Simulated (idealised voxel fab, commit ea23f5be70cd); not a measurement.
Module name: voxel transistor to metal (process module)
Cross-section cut: width 180 nm, square cells of 5 nm.
When this document writes out a cross-section, it uses a grid of square cells and lists it as bands, beginning at the top and moving down, with a band standing for one or more rows of cells.
Basically the band line says how high the top is and how high the bottom is, in nm, and then what's in it from left to right, every material with its width in nm. Empty space shows up as "empty", and if a single material carries "full width" it runs the full band edge to edge.
The reference from which all heights are counted is 0, the level beneath which the as-received wafer is entirely one material; the lowest band, having no lower bound, proceeds downward and is written after the example "0 nm and below".
With a width like "30->40", each row of cells in the band differs from the next by the same amount, the top row carrying the first number and the bottom row the second.
When a step is marked "no alteration", none of the cells in the cross-section changed during that step.
Empty spaces counting at least 8 cells and having no open way to the top are listed in "Sealed voids". The notation width x height at distance is used for each, the distance being from the left edge and all three values in nm.
The remark found on a step's line after its settings is issued by the simulator itself and pertains to that step.
Steps that use a mask can have "overlay nm" on their line. It says how far the mask sat to the right of where it was meant to be. Negative means to the left.

Planned process steps
1) RECEIVE,material Si
2) CONFORMAL_DEP,material SiO2,thk nm 5
3) CONFORMAL_DEP,material SiN,thk nm 15
4) MASKED_ETCH,tone cover,mask id ACTIVE,width nm 100,etch materials SiN,depth nm 15,overlay nm 0
5) MASKED_ETCH,tone cover,mask id ACTIVE,width nm 100,etch materials SiO2,depth nm 5,overlay nm 0
6) MASKED_ETCH,tone cover,mask id ACTIVE,width nm 100,etch materials Si,depth nm 20,overlay nm 0
7) OXIDIZE,depth nm 5
8) FILL_DEP,material SiO2,thk nm 10
9) CMP,height nm 20
10) SELECTIVE_ETCH,etch materials SiO2,depth nm 10
11) STRIP,etch materials SiN
12) SELECTIVE_ETCH,etch materials SiO2,depth nm 5
13) OXIDIZE,depth nm 5
14) DIRECTIONAL_DEP,material polySi,thk nm 25
15) DIRECTIONAL_DEP,material SiCN,thk nm 10
16) DIRECTIONAL_DEP,material aC,thk nm 10
17) PATTERN,tone cover,mask id GATE,material resist,width nm 20,thk nm 30,overlay nm 0
18) DIRECTIONAL_ETCH,etch materials aC,depth nm 10
19) STRIP,etch materials resist
20) DIRECTIONAL_ETCH,etch materials SiCN,depth nm 20
21) DIRECTIONAL_ETCH,etch materials polySi,depth nm 35
22) STRIP,etch materials aC
23) CONFORMAL_DEP,material SiN,thk nm 10
24) DIRECTIONAL_ETCH,etch materials SiN,depth nm 10
25) DIRECTIONAL_ETCH,etch materials SiO2,depth nm 5
26) DIRECTIONAL_ETCH,etch materials Si,depth nm 10
27) EPI,material nSi,thk nm 10
28) FILL_DEP,material SiO2,thk nm 5
29) CMP,height nm 35
30) DIRECTIONAL_DEP,material SiO2,thk nm 15
31) MASKED_ETCH,tone open,mask id CONTACT,width nm 20,pitch nm 70,etch materials SiO2,depth nm 55,overlay nm 0
32) CONFORMAL_DEP,material TiN,thk nm 5
33) FILL_DEP,material W,thk nm 5
34) CMP,height nm 50
35) DIRECTIONAL_DEP,material TiN,thk nm 5
36) DIRECTIONAL_DEP,material Ru,thk nm 20
37) MASKED_ETCH,tone cover,mask id METAL_1,width nm 20,pitch nm 70,etch materials Ru,depth nm 20,overlay nm 0
38) MASKED_ETCH,tone cover,mask id METAL_1,width nm 20,pitch nm 70,etch materials TiN,depth nm 5,overlay nm 0
39) FILL_DEP,material lowk,thk nm 10
40) CMP,height nm 75
41) CONFORMAL_DEP,material SiCN,thk nm 5
42) DIRECTIONAL_DEP,material lowk,thk nm 30
43) DIRECTIONAL_DEP,material aC,thk nm 10
44) PATTERN,tone open,mask id METAL_2_HOLES,material resist,width nm 15,pitch nm 70,thk nm 30,overlay nm 0
45) DIRECTIONAL_ETCH,etch materials aC,depth nm 10
46) STRIP,etch materials resist
47) DIRECTIONAL_ETCH,etch materials lowk,depth nm 30
48) STRIP,etch materials aC
49) PATTERN,tone open,mask id METAL_2,material resist,width nm 20,pitch nm 70,thk nm 20,overlay nm 0
50) DIRECTIONAL_ETCH,etch materials lowk,depth nm 15
51) DIRECTIONAL_ETCH,etch materials SiCN,depth nm 5
52) STRIP,etch materials resist
53) CONFORMAL_DEP,material TiN,thk nm 5
54) FILL_DEP,material Ru,thk nm 5
55) CMP,height nm 110
56) CONFORMAL_DEP,material SiN,thk nm 5

Of two wafers, the first: run according to plan

The cross-section here shows the wafer as received, i.e. in its state after step 1
- 0 nm and below = Si full width
- Sealed voids: none

The wafer, seen in cross-section, after step 2
- 5 nm to 0 nm = SiO2 full width
- Under the height 0 nothing was changed.

The wafer, seen in cross-section, after step 3
- 20 nm to 5 nm = SiN full width
- Under the height 5 nothing was changed.

The wafer, seen in cross-section, after step 4
- 20 nm to 5 nm = empty 40 nm / SiN 100 nm / empty 40 nm
- Under the height 5 nothing was changed.

The wafer, seen in cross-section, after step 5
- 20 nm to 5 nm = empty 40 nm / SiN 100 nm / empty 40 nm
- 5 nm to 0 nm = empty 40 nm / SiO2 100 nm / empty 40 nm
- Under the height 0 nothing was changed.

The wafer, seen in cross-section, after step 6
- 20 nm to 5 nm = empty 40 nm / SiN 100 nm / empty 40 nm
- 5 nm to 0 nm = empty 40 nm / SiO2 100 nm / empty 40 nm
- 0 nm to -20 nm = empty 40 nm / Si 100 nm / empty 40 nm
- Under the height -20 nothing was changed.

The wafer, seen in cross-section, after step 7
- 20 nm to 5 nm = empty 40 nm / SiN 100 nm / empty 40 nm
- 5 nm to 0 nm = empty 40 nm / SiO2 100 nm / empty 40 nm
- 0 nm to -20 nm = empty 40 nm / SiO2 5 nm / Si 90 nm / SiO2 5 nm / empty 40 nm
- -20 nm to -25 nm = SiO2 45 nm / Si 90 nm / SiO2 45 nm
- Under the height -25 nothing was changed.

The wafer, seen in cross-section, after step 8
- 30 nm to 20 nm = SiO2 full width
- 20 nm to 5 nm = SiO2 40 nm / SiN 100 nm / SiO2 40 nm
- 5 nm to 0 nm = SiO2 full width
- 0 nm to -25 nm = SiO2 45 nm / Si 90 nm / SiO2 45 nm
- Under the height -25 nothing was changed.

The wafer, seen in cross-section, after step 9
- 20 nm to 5 nm = SiO2 40 nm / SiN 100 nm / SiO2 40 nm
- Under the height 5 nothing was changed.

The wafer, seen in cross-section, after step 10
- 20 nm to 10 nm = empty 40 nm / SiN 100 nm / empty 40 nm
- Under the height 10 nothing was changed.

The wafer, seen in cross-section, after step 11
- 10 nm to 5 nm = SiO2 40 nm / empty 100 nm / SiO2 40 nm
- Under the height 5 nothing was changed.

The wafer, seen in cross-section, after step 12
- 5 nm to 0 nm = SiO2 35 nm / empty 110 nm / SiO2 35 nm
- Under the height 0 nothing was changed.

The wafer, seen in cross-section, after step 13
- 5 nm to 0 nm = SiO2 35 nm / empty 110 nm / SiO2 35 nm
- 0 nm to -5 nm = SiO2 full width
- Under the height -5 nothing was changed.

The wafer, seen in cross-section, after step 14
- 30 nm to 25 nm = polySi 35 nm / empty 110 nm / polySi 35 nm
- 25 nm to 5 nm = polySi full width
- 5 nm to 0 nm = SiO2 35 nm / polySi 110 nm / SiO2 35 nm
- Under the height 0 nothing was changed.

The wafer, seen in cross-section, after step 15
- 40 nm to 35 nm = SiCN 35 nm / empty 110 nm / SiCN 35 nm
- 35 nm to 30 nm = SiCN full width
- 30 nm to 25 nm = polySi 35 nm / SiCN 110 nm / polySi 35 nm
- Under the height 25 nothing was changed.

The wafer, seen in cross-section, after step 16
- 50 nm to 45 nm = aC 35 nm / empty 110 nm / aC 35 nm
- 45 nm to 40 nm = aC full width
- 40 nm to 35 nm = SiCN 35 nm / aC 110 nm / SiCN 35 nm
- Under the height 35 nothing was changed.

The wafer, seen in cross-section, after step 17
- 80 nm to 50 nm = empty 80 nm / resist 20 nm / empty 80 nm
- 50 nm to 45 nm = aC 35 nm / empty 45 nm / resist 20 nm / empty 45 nm / aC 35 nm
- Under the height 45 nothing was changed.

The wafer, seen in cross-section, after step 18
- 70 nm to 45 nm = empty 80 nm / resist 20 nm / empty 80 nm
- 45 nm to 40 nm = empty 80 nm / aC 20 nm / empty 80 nm
- 40 nm to 35 nm = SiCN 35 nm / empty 45 nm / aC 20 nm / empty 45 nm / SiCN 35 nm
- Under the height 35 nothing was changed.

The wafer, seen in cross-section, after step 19
- 45 nm to 40 nm = empty 80 nm / aC 20 nm / empty 80 nm
- Under the height 40 nothing was changed.

The wafer, seen in cross-section, after step 20
- 45 nm to 35 nm = empty 80 nm / aC 20 nm / empty 80 nm
- 35 nm to 30 nm = empty 80 nm / SiCN 20 nm / empty 80 nm
- 30 nm to 25 nm = polySi 35 nm / empty 45 nm / SiCN 20 nm / empty 45 nm / polySi 35 nm
- Under the height 25 nothing was changed.

The wafer, seen in cross-section, after step 21
- 45 nm to 35 nm = empty 80 nm / aC 20 nm / empty 80 nm
- 35 nm to 25 nm = empty 80 nm / SiCN 20 nm / empty 80 nm
- 25 nm to 5 nm = empty 80 nm / polySi 20 nm / empty 80 nm
- 5 nm to 0 nm = SiO2 35 nm / empty 45 nm / polySi 20 nm / empty 45 nm / SiO2 35 nm
- Under the height 0 nothing was changed.

The wafer, seen in cross-section, after step 22
- 35 nm to 25 nm = empty 80 nm / SiCN 20 nm / empty 80 nm
- Under the height 25 nothing was changed.

The wafer, seen in cross-section, after step 23
- 45 nm to 35 nm = empty 70 nm / SiN 40 nm / empty 70 nm
- 35 nm to 25 nm = empty 70 nm / SiN 10 nm / SiCN 20 nm / SiN 10 nm / empty 70 nm
- 25 nm to 15 nm = empty 70 nm / SiN 10 nm / polySi 20 nm / SiN 10 nm / empty 70 nm
- 15 nm to 10 nm = SiN 45 nm / empty 25 nm / SiN 10 nm / polySi 20 nm / SiN 10 nm / empty 25 nm / SiN 45 nm
- 10 nm to 5 nm = SiN 80 nm / polySi 20 nm / SiN 80 nm
- 5 nm to 0 nm = SiO2 35 nm / SiN 45 nm / polySi 20 nm / SiN 45 nm / SiO2 35 nm
- Under the height 0 nothing was changed.

The wafer, seen in cross-section, after step 24
- 35 nm to 25 nm = empty 70 nm / SiN 10 nm / SiCN 20 nm / SiN 10 nm / empty 70 nm
- 25 nm to 5 nm = empty 70 nm / SiN 10 nm / polySi 20 nm / SiN 10 nm / empty 70 nm
- 5 nm to 0 nm = SiO2 35 nm / SiN 10 nm / empty 25 nm / SiN 10 nm / polySi 20 nm / SiN 10 nm / empty 25 nm / SiN 10 nm / SiO2 35 nm
- Under the height 0 nothing was changed.

The wafer, seen in cross-section, after step 25
- 35 nm to 25 nm = empty 70 nm / SiN 10 nm / SiCN 20 nm / SiN 10 nm / empty 70 nm
- 25 nm to 5 nm = empty 70 nm / SiN 10 nm / polySi 20 nm / SiN 10 nm / empty 70 nm
- 5 nm to 0 nm = empty 35 nm / SiN 10 nm / empty 25 nm / SiN 10 nm / polySi 20 nm / SiN 10 nm / empty 25 nm / SiN 10 nm / empty 35 nm
- 0 nm to -5 nm = SiO2 45 nm / empty 25 nm / SiO2 40 nm / empty 25 nm / SiO2 45 nm
- Under the height -5 nothing was changed.

The wafer, seen in cross-section, after step 26
- 35 nm to 25 nm = empty 70 nm / SiN 10 nm / SiCN 20 nm / SiN 10 nm / empty 70 nm
- 25 nm to 5 nm = empty 70 nm / SiN 10 nm / polySi 20 nm / SiN 10 nm / empty 70 nm
- 5 nm to 0 nm = empty 35 nm / SiN 10 nm / empty 25 nm / SiN 10 nm / polySi 20 nm / SiN 10 nm / empty 25 nm / SiN 10 nm / empty 35 nm
- 0 nm to -5 nm = SiO2 45 nm / empty 25 nm / SiO2 40 nm / empty 25 nm / SiO2 45 nm
- -5 nm to -15 nm = SiO2 45 nm / empty 25 nm / Si 40 nm / empty 25 nm / SiO2 45 nm
- Under the height -15 nothing was changed.

The wafer, seen in cross-section, after step 27
- 35 nm to 25 nm = empty 70 nm / SiN 10 nm / SiCN 20 nm / SiN 10 nm / empty 70 nm
- 25 nm to 5 nm = empty 70 nm / SiN 10 nm / polySi 20 nm / SiN 10 nm / empty 70 nm
- 5 nm to 0 nm = empty 35 nm / SiN 10 nm / empty 15 nm / nSi 10 nm / SiN 10 nm / polySi 20 nm / SiN 10 nm / nSi 10 nm / empty 15 nm / SiN 10 nm / empty 35 nm
- 0 nm to -5 nm = SiO2 45 nm / empty 15 nm / nSi 10 nm / SiO2 40 nm / nSi 10 nm / empty 15 nm / SiO2 45 nm
- -5 nm to -15 nm = SiO2 45 nm / nSi 25 nm / Si 40 nm / nSi 25 nm / SiO2 45 nm
- Under the height -15 nothing was changed.

The wafer, seen in cross-section, after step 28
- 40 nm to 35 nm = SiO2 full width
- 35 nm to 25 nm = SiO2 70 nm / SiN 10 nm / SiCN 20 nm / SiN 10 nm / SiO2 70 nm
- 25 nm to 5 nm = SiO2 70 nm / SiN 10 nm / polySi 20 nm / SiN 10 nm / SiO2 70 nm
- 5 nm to 0 nm = SiO2 35 nm / SiN 10 nm / SiO2 15 nm / nSi 10 nm / SiN 10 nm / polySi 20 nm / SiN 10 nm / nSi 10 nm / SiO2 15 nm / SiN 10 nm / SiO2 35 nm
- 0 nm to -5 nm = SiO2 60 nm / nSi 10 nm / SiO2 40 nm / nSi 10 nm / SiO2 60 nm
- Under the height -5 nothing was changed.

The wafer, seen in cross-section, after step 29
- 35 nm to 25 nm = SiO2 70 nm / SiN 10 nm / SiCN 20 nm / SiN 10 nm / SiO2 70 nm
- Under the height 25 nothing was changed.

The wafer, seen in cross-section, after step 30
- 50 nm to 35 nm = SiO2 full width
- Under the height 35 nothing was changed.

The wafer, seen in cross-section, after step 31
- 50 nm to 35 nm = SiO2 45 nm / empty 20 nm / SiO2 50 nm / empty 20 nm / SiO2 45 nm
- 35 nm to 25 nm = SiO2 45 nm / empty 20 nm / SiO2 5 nm / SiN 10 nm / SiCN 20 nm / SiN 10 nm / SiO2 5 nm / empty 20 nm / SiO2 45 nm
- 25 nm to 5 nm = SiO2 45 nm / empty 20 nm / SiO2 5 nm / SiN 10 nm / polySi 20 nm / SiN 10 nm / SiO2 5 nm / empty 20 nm / SiO2 45 nm
- 5 nm to 0 nm = SiO2 35 nm / SiN 10 nm / empty 15 nm / nSi 10 nm / SiN 10 nm / polySi 20 nm / SiN 10 nm / nSi 10 nm / empty 15 nm / SiN 10 nm / SiO2 35 nm
- 0 nm to -5 nm = SiO2 45 nm / empty 15 nm / nSi 10 nm / SiO2 40 nm / nSi 10 nm / empty 15 nm / SiO2 45 nm
- Under the height -5 nothing was changed.

The wafer, seen in cross-section, after step 32
- 55 nm to 50 nm = TiN 50 nm / empty 10 nm / TiN 60 nm / empty 10 nm / TiN 50 nm
- 50 nm to 35 nm = SiO2 45 nm / TiN 5 nm / empty 10 nm / TiN 5 nm / SiO2 50 nm / TiN 5 nm / empty 10 nm / TiN 5 nm / SiO2 45 nm
- 35 nm to 25 nm = SiO2 45 nm / TiN 5 nm / empty 10 nm / TiN 5 nm / SiO2 5 nm / SiN 10 nm / SiCN 20 nm / SiN 10 nm / SiO2 5 nm / TiN 5 nm / empty 10 nm / TiN 5 nm / SiO2 45 nm
- 25 nm to 10 nm = SiO2 45 nm / TiN 5 nm / empty 10 nm / TiN 5 nm / SiO2 5 nm / SiN 10 nm / polySi 20 nm / SiN 10 nm / SiO2 5 nm / TiN 5 nm / empty 10 nm / TiN 5 nm / SiO2 45 nm
- 10 nm to 5 nm = SiO2 45 nm / TiN 5 nm / empty 5 nm / TiN 10 nm / SiO2 5 nm / SiN 10 nm / polySi 20 nm / SiN 10 nm / SiO2 5 nm / TiN 10 nm / empty 5 nm / TiN 5 nm / SiO2 45 nm
- 5 nm to 0 nm = SiO2 35 nm / SiN 10 nm / TiN 5 nm / empty 5 nm / TiN 5 nm / nSi 10 nm / SiN 10 nm / polySi 20 nm / SiN 10 nm / nSi 10 nm / TiN 5 nm / empty 5 nm / TiN 5 nm / SiN 10 nm / SiO2 35 nm
- 0 nm to -5 nm = SiO2 45 nm / TiN 15 nm / nSi 10 nm / SiO2 40 nm / nSi 10 nm / TiN 15 nm / SiO2 45 nm
- Under the height -5 nothing was changed.

The wafer, seen in cross-section, after step 33
- 60 nm to 55 nm = W full width
- 55 nm to 50 nm = TiN 50 nm / W 10 nm / TiN 60 nm / W 10 nm / TiN 50 nm
- 50 nm to 35 nm = SiO2 45 nm / TiN 5 nm / W 10 nm / TiN 5 nm / SiO2 50 nm / TiN 5 nm / W 10 nm / TiN 5 nm / SiO2 45 nm
- 35 nm to 25 nm = SiO2 45 nm / TiN 5 nm / W 10 nm / TiN 5 nm / SiO2 5 nm / SiN 10 nm / SiCN 20 nm / SiN 10 nm / SiO2 5 nm / TiN 5 nm / W 10 nm / TiN 5 nm / SiO2 45 nm
- 25 nm to 10 nm = SiO2 45 nm / TiN 5 nm / W 10 nm / TiN 5 nm / SiO2 5 nm / SiN 10 nm / polySi 20 nm / SiN 10 nm / SiO2 5 nm / TiN 5 nm / W 10 nm / TiN 5 nm / SiO2 45 nm
- 10 nm to 5 nm = SiO2 45 nm / TiN 5 nm / W 5 nm / TiN 10 nm / SiO2 5 nm / SiN 10 nm / polySi 20 nm / SiN 10 nm / SiO2 5 nm / TiN 10 nm / W 5 nm / TiN 5 nm / SiO2 45 nm
- 5 nm to 0 nm = SiO2 35 nm / SiN 10 nm / TiN 5 nm / W 5 nm / TiN 5 nm / nSi 10 nm / SiN 10 nm / polySi 20 nm / SiN 10 nm / nSi 10 nm / TiN 5 nm / W 5 nm / TiN 5 nm / SiN 10 nm / SiO2 35 nm
- Under the height 0 nothing was changed.

The wafer, seen in cross-section, after step 34
- 50 nm to 35 nm = SiO2 45 nm / TiN 5 nm / W 10 nm / TiN 5 nm / SiO2 50 nm / TiN 5 nm / W 10 nm / TiN 5 nm / SiO2 45 nm
- Under the height 35 nothing was changed.

The wafer, seen in cross-section, after step 35
- 55 nm to 50 nm = TiN full width
- Under the height 50 nothing was changed.

The wafer, seen in cross-section, after step 36
- 75 nm to 55 nm = Ru full width
- Under the height 55 nothing was changed.

The wafer, seen in cross-section, after step 37
- 75 nm to 55 nm = empty 45 nm / Ru 20 nm / empty 50 nm / Ru 20 nm / empty 45 nm
- Under the height 55 nothing was changed.

The wafer, seen in cross-section, after step 38
- 75 nm to 55 nm = empty 45 nm / Ru 20 nm / empty 50 nm / Ru 20 nm / empty 45 nm
- 55 nm to 50 nm = empty 45 nm / TiN 20 nm / empty 50 nm / TiN 20 nm / empty 45 nm
- Under the height 50 nothing was changed.

The wafer, seen in cross-section, after step 39
- 85 nm to 75 nm = lowk full width
- 75 nm to 55 nm = lowk 45 nm / Ru 20 nm / lowk 50 nm / Ru 20 nm / lowk 45 nm
- 55 nm to 50 nm = lowk 45 nm / TiN 20 nm / lowk 50 nm / TiN 20 nm / lowk 45 nm
- Under the height 50 nothing was changed.

The wafer, seen in cross-section, after step 40
- 75 nm to 55 nm = lowk 45 nm / Ru 20 nm / lowk 50 nm / Ru 20 nm / lowk 45 nm
- Under the height 55 nothing was changed.

The wafer, seen in cross-section, after step 41
- 80 nm to 75 nm = SiCN full width
- Under the height 75 nothing was changed.

The wafer, seen in cross-section, after step 42
- 110 nm to 80 nm = lowk full width
- Under the height 80 nothing was changed.

The wafer, seen in cross-section, after step 43
- 120 nm to 110 nm = aC full width
- Under the height 110 nothing was changed.

The wafer, seen in cross-section, after step 44
- 150 nm to 120 nm = resist 45 nm / empty 15 nm / resist 55 nm / empty 15 nm / resist 50 nm
- Under the height 120 nothing was changed.

The wafer, seen in cross-section, after step 45
- 140 nm to 120 nm = resist 45 nm / empty 15 nm / resist 55 nm / empty 15 nm / resist 50 nm
- 120 nm to 110 nm = aC 45 nm / empty 15 nm / aC 55 nm / empty 15 nm / aC 50 nm
- Under the height 110 nothing was changed.

The wafer, seen in cross-section, after step 46
- 120 nm to 110 nm = aC 45 nm / empty 15 nm / aC 55 nm / empty 15 nm / aC 50 nm
- Under the height 110 nothing was changed.

The wafer, seen in cross-section, after step 47
- 120 nm to 110 nm = aC 45 nm / empty 15 nm / aC 55 nm / empty 15 nm / aC 50 nm
- 110 nm to 80 nm = lowk 45 nm / empty 15 nm / lowk 55 nm / empty 15 nm / lowk 50 nm
- Under the height 80 nothing was changed.

The wafer, seen in cross-section, after step 48
- 110 nm to 80 nm = lowk 45 nm / empty 15 nm / lowk 55 nm / empty 15 nm / lowk 50 nm
- Under the height 80 nothing was changed.

The wafer, seen in cross-section, after step 49
- 130 nm to 110 nm = resist 45 nm / empty 20 nm / resist 50 nm / empty 20 nm / resist 45 nm
- Under the height 110 nothing was changed.

The wafer, seen in cross-section, after step 50
- 130 nm to 110 nm = resist 45 nm / empty 20 nm / resist 50 nm / empty 20 nm / resist 45 nm
- 110 nm to 95 nm = lowk 45 nm / empty 20 nm / lowk 50 nm / empty 20 nm / lowk 45 nm
- Under the height 95 nothing was changed.

The wafer, seen in cross-section, after step 51
- 130 nm to 110 nm = resist 45 nm / empty 20 nm / resist 50 nm / empty 20 nm / resist 45 nm
- 110 nm to 95 nm = lowk 45 nm / empty 20 nm / lowk 50 nm / empty 20 nm / lowk 45 nm
- 95 nm to 80 nm = lowk 45 nm / empty 15 nm / lowk 55 nm / empty 15 nm / lowk 50 nm
- 80 nm to 75 nm = SiCN 45 nm / empty 15 nm / SiCN 55 nm / empty 15 nm / SiCN 50 nm
- Under the height 75 nothing was changed.

The wafer, seen in cross-section, after step 52
- 110 nm to 95 nm = lowk 45 nm / empty 20 nm / lowk 50 nm / empty 20 nm / lowk 45 nm
- Under the height 95 nothing was changed.

The wafer, seen in cross-section, after step 53
- 115 nm to 110 nm = TiN 50 nm / empty 10 nm / TiN 60 nm / empty 10 nm / TiN 50 nm
- 110 nm to 100 nm = lowk 45 nm / TiN 5 nm / empty 10 nm / TiN 5 nm / lowk 50 nm / TiN 5 nm / empty 10 nm / TiN 5 nm / lowk 45 nm
- 100 nm to 95 nm = lowk 45 nm / TiN 5 nm / empty 5 nm / TiN 10 nm / lowk 50 nm / TiN 5 nm / empty 5 nm / TiN 10 nm / lowk 45 nm
- 95 nm to 80 nm = lowk 45 nm / TiN 5 nm / empty 5 nm / TiN 5 nm / lowk 55 nm / TiN 5 nm / empty 5 nm / TiN 5 nm / lowk 50 nm
- 80 nm to 75 nm = SiCN 45 nm / TiN 15 nm / SiCN 55 nm / TiN 15 nm / SiCN 50 nm
- Under the height 75 nothing was changed.

The wafer, seen in cross-section, after step 54
- 120 nm to 115 nm = Ru full width
- 115 nm to 110 nm = TiN 50 nm / Ru 10 nm / TiN 60 nm / Ru 10 nm / TiN 50 nm
- 110 nm to 100 nm = lowk 45 nm / TiN 5 nm / Ru 10 nm / TiN 5 nm / lowk 50 nm / TiN 5 nm / Ru 10 nm / TiN 5 nm / lowk 45 nm
- 100 nm to 95 nm = lowk 45 nm / TiN 5 nm / Ru 5 nm / TiN 10 nm / lowk 50 nm / TiN 5 nm / Ru 5 nm / TiN 10 nm / lowk 45 nm
- 95 nm to 80 nm = lowk 45 nm / TiN 5 nm / Ru 5 nm / TiN 5 nm / lowk 55 nm / TiN 5 nm / Ru 5 nm / TiN 5 nm / lowk 50 nm
- Under the height 80 nothing was changed.

The wafer, seen in cross-section, after step 55
- 110 nm to 100 nm = lowk 45 nm / TiN 5 nm / Ru 10 nm / TiN 5 nm / lowk 50 nm / TiN 5 nm / Ru 10 nm / TiN 5 nm / lowk 45 nm
- Under the height 100 nothing was changed.

The wafer, seen in cross-section, after step 56
- 115 nm to 110 nm = SiN full width
- Under the height 110 nothing was changed.

Now the other wafer: same start, same recipe, but we messed up one thing when running it. Up to and including step 37 it's the same as the first one

Second wafer cross-section, taken as of the time the plan sets for step 38 to be done
- 75 nm to 55 nm = empty 45 nm / Ru 20 nm / empty 50 nm / Ru 20 nm / empty 45 nm
- 55 nm to 50 nm = empty 40 nm / TiN 30 nm / empty 40 nm / TiN 30 nm / empty 40 nm
- Under the height 50 nothing was changed.

Second wafer cross-section, taken as of the time the plan sets for step 39 to be done
- 85 nm to 75 nm = lowk full width
- 75 nm to 55 nm = lowk 45 nm / Ru 20 nm / lowk 50 nm / Ru 20 nm / lowk 45 nm
- 55 nm to 50 nm = lowk 40 nm / TiN 30 nm / lowk 40 nm / TiN 30 nm / lowk 40 nm
- Under the height 50 nothing was changed.

Second wafer cross-section, taken as of the time the plan sets for step 40 to be done
- 75 nm to 55 nm = lowk 45 nm / Ru 20 nm / lowk 50 nm / Ru 20 nm / lowk 45 nm
- Under the height 55 nothing was changed.

Second wafer cross-section, taken as of the time the plan sets for step 41 to be done
- 80 nm to 75 nm = SiCN full width
- Under the height 75 nothing was changed.

Second wafer cross-section, taken as of the time the plan sets for step 42 to be done
- 110 nm to 80 nm = lowk full width
- Under the height 80 nothing was changed.

Second wafer cross-section, taken as of the time the plan sets for step 43 to be done
- 120 nm to 110 nm = aC full width
- Under the height 110 nothing was changed.

Second wafer cross-section, taken as of the time the plan sets for step 44 to be done
- 150 nm to 120 nm = resist 45 nm / empty 15 nm / resist 55 nm / empty 15 nm / resist 50 nm
- Under the height 120 nothing was changed.

Second wafer cross-section, taken as of the time the plan sets for step 45 to be done
- 140 nm to 120 nm = resist 45 nm / empty 15 nm / resist 55 nm / empty 15 nm / resist 50 nm
- 120 nm to 110 nm = aC 45 nm / empty 15 nm / aC 55 nm / empty 15 nm / aC 50 nm
- Under the height 110 nothing was changed.

Second wafer cross-section, taken as of the time the plan sets for step 46 to be done
- 120 nm to 110 nm = aC 45 nm / empty 15 nm / aC 55 nm / empty 15 nm / aC 50 nm
- Under the height 110 nothing was changed.

Second wafer cross-section, taken as of the time the plan sets for step 47 to be done
- 120 nm to 110 nm = aC 45 nm / empty 15 nm / aC 55 nm / empty 15 nm / aC 50 nm
- 110 nm to 80 nm = lowk 45 nm / empty 15 nm / lowk 55 nm / empty 15 nm / lowk 50 nm
- Under the height 80 nothing was changed.

Second wafer cross-section, taken as of the time the plan sets for step 48 to be done
- 110 nm to 80 nm = lowk 45 nm / empty 15 nm / lowk 55 nm / empty 15 nm / lowk 50 nm
- Under the height 80 nothing was changed.

Second wafer cross-section, taken as of the time the plan sets for step 49 to be done
- 130 nm to 110 nm = resist 45 nm / empty 20 nm / resist 50 nm / empty 20 nm / resist 45 nm
- Under the height 110 nothing was changed.

Second wafer cross-section, taken as of the time the plan sets for step 50 to be done
- 130 nm to 110 nm = resist 45 nm / empty 20 nm / resist 50 nm / empty 20 nm / resist 45 nm
- 110 nm to 95 nm = lowk 45 nm / empty 20 nm / lowk 50 nm / empty 20 nm / lowk 45 nm
- Under the height 95 nothing was changed.

Second wafer cross-section, taken as of the time the plan sets for step 51 to be done
- 130 nm to 110 nm = resist 45 nm / empty 20 nm / resist 50 nm / empty 20 nm / resist 45 nm
- 110 nm to 95 nm = lowk 45 nm / empty 20 nm / lowk 50 nm / empty 20 nm / lowk 45 nm
- 95 nm to 80 nm = lowk 45 nm / empty 15 nm / lowk 55 nm / empty 15 nm / lowk 50 nm
- 80 nm to 75 nm = SiCN 45 nm / empty 15 nm / SiCN 55 nm / empty 15 nm / SiCN 50 nm
- Under the height 75 nothing was changed.

Second wafer cross-section, taken as of the time the plan sets for step 52 to be done
- 110 nm to 95 nm = lowk 45 nm / empty 20 nm / lowk 50 nm / empty 20 nm / lowk 45 nm
- Under the height 95 nothing was changed.

Second wafer cross-section, taken as of the time the plan sets for step 53 to be done
- 115 nm to 110 nm = TiN 50 nm / empty 10 nm / TiN 60 nm / empty 10 nm / TiN 50 nm
- 110 nm to 100 nm = lowk 45 nm / TiN 5 nm / empty 10 nm / TiN 5 nm / lowk 50 nm / TiN 5 nm / empty 10 nm / TiN 5 nm / lowk 45 nm
- 100 nm to 95 nm = lowk 45 nm / TiN 5 nm / empty 5 nm / TiN 10 nm / lowk 50 nm / TiN 5 nm / empty 5 nm / TiN 10 nm / lowk 45 nm
- 95 nm to 80 nm = lowk 45 nm / TiN 5 nm / empty 5 nm / TiN 5 nm / lowk 55 nm / TiN 5 nm / empty 5 nm / TiN 5 nm / lowk 50 nm
- 80 nm to 75 nm = SiCN 45 nm / TiN 15 nm / SiCN 55 nm / TiN 15 nm / SiCN 50 nm
- Under the height 75 nothing was changed.

Second wafer cross-section, taken as of the time the plan sets for step 54 to be done
- 120 nm to 115 nm = Ru full width
- 115 nm to 110 nm = TiN 50 nm / Ru 10 nm / TiN 60 nm / Ru 10 nm / TiN 50 nm
- 110 nm to 100 nm = lowk 45 nm / TiN 5 nm / Ru 10 nm / TiN 5 nm / lowk 50 nm / TiN 5 nm / Ru 10 nm / TiN 5 nm / lowk 45 nm
- 100 nm to 95 nm = lowk 45 nm / TiN 5 nm / Ru 5 nm / TiN 10 nm / lowk 50 nm / TiN 5 nm / Ru 5 nm / TiN 10 nm / lowk 45 nm
- 95 nm to 80 nm = lowk 45 nm / TiN 5 nm / Ru 5 nm / TiN 5 nm / lowk 55 nm / TiN 5 nm / Ru 5 nm / TiN 5 nm / lowk 50 nm
- Under the height 80 nothing was changed.

Second wafer cross-section, taken as of the time the plan sets for step 55 to be done
- 110 nm to 100 nm = lowk 45 nm / TiN 5 nm / Ru 10 nm / TiN 5 nm / lowk 50 nm / TiN 5 nm / Ru 10 nm / TiN 5 nm / lowk 45 nm
- Under the height 100 nothing was changed.

Second wafer cross-section, taken as of the time the plan sets for step 56 to be done
- 115 nm to 110 nm = SiN full width
- Under the height 110 nothing was changed.
What was done differently from what was planned? step 38: run off-plan, actual operation and settings MASKED_ETCH,tone cover,mask id METAL_1,width nm 30,pitch nm 70,etch materials TiN,depth nm 5,overlay nm 0
Final tally in cells, some materials are higher or lower on the second wafer than on the first: +4 TiN; -4 lowk
